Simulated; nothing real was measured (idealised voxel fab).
process module | voxel tone inversion
cross-section cut | 255 nm wide | cells 5 nm
A cross-section is a grid of square cells, given in bands from the top down. A band is one or more rows of cells.
Each band's line starts with the height of the band's top and of its bottom, in nm. Then come its materials from left to right, each with its width in nm. One material with "throughout" fills the band from edge to edge. "air" is empty space.
Height 0 is the level under which the wafer as received is all one material. The lowest band goes on downwards, as in "0 down".
A width such as "30 to 40" changes by the same amount from each row of cells to the next, from the band's top row to its bottom row.
"no change" after a step means that no cell of the cross-section changed.
closed voids: empty space of 8 cells or more with no open way to the top, each as width x height at its distance from the left edge, in nm
after a step's settings: what the simulator itself notes on the step
overlay nm, on a step with a mask: how far to the right of its planned place the mask lay; to the left if negative
plan
1 op RECEIVE | material Si
2 op CONFORMAL_DEP | material SiN | thk nm 10
3 op DIRECTIONAL_DEP | material polySi | thk nm 25
4 op PATTERN | tone cover | mask id POSTS | material resist | width nm 15 | pitch nm 40 | thk nm 30 | overlay nm 0
5 op DIRECTIONAL_ETCH | etch materials polySi | depth nm 25
6 op STRIP | etch materials resist
7 op FILL_DEP | material lowk | thk nm 5
8 op CMP | height nm 35
9 op STRIP | etch materials polySi
10 op CONFORMAL_DEP | material TiN | thk nm 5
11 op FILL_DEP | material Cu | thk nm 10
12 op CMP | height nm 35
13 op CONFORMAL_DEP | material SiCN | thk nm 5
varied across the wafers: width nm of step 4. The plan shows the first wafer's value. All wafers start alike
first wafer as received, after step 1
  0 down: Si throughout
  closed voids: none
first wafer at the end, after step 13
  40 to 35: SiCN throughout
  35 to 15: lowk 100 | TiN 5 | Cu 5 | TiN 5 | lowk 25 | TiN 5 | Cu 5 | TiN 5 | lowk 100
  15 to 10: lowk 100 | TiN 15 | lowk 25 | TiN 15 | lowk 100
  10 to 0: SiN throughout
  0 down: Si throughout
  closed voids: none
last wafer at the end
  40 to 35: SiCN throughout
  35 to 15: lowk 95 | TiN 5 | Cu 15 | TiN 5 | lowk 15 | TiN 5 | Cu 15 | TiN 5 | lowk 95
  15 to 10: lowk 95 | TiN 25 | lowk 15 | TiN 25 | lowk 95
  10 to 0: SiN throughout
  0 down: Si throughout
  closed voids: none
each wafer at the end: cells of each material gained (+) or lost (-) since it was received, then its closed voids
width nm 15 | +8 Cu | +51 SiCN | +102 SiN | +22 TiN | +225 lowk | closed voids: none
width nm 20 | +16 Cu | +51 SiCN | +102 SiN | +24 TiN | +215 lowk | closed voids: none
width nm 25 | +24 Cu | +51 SiCN | +102 SiN | +26 TiN | +205 lowk | closed voids: none
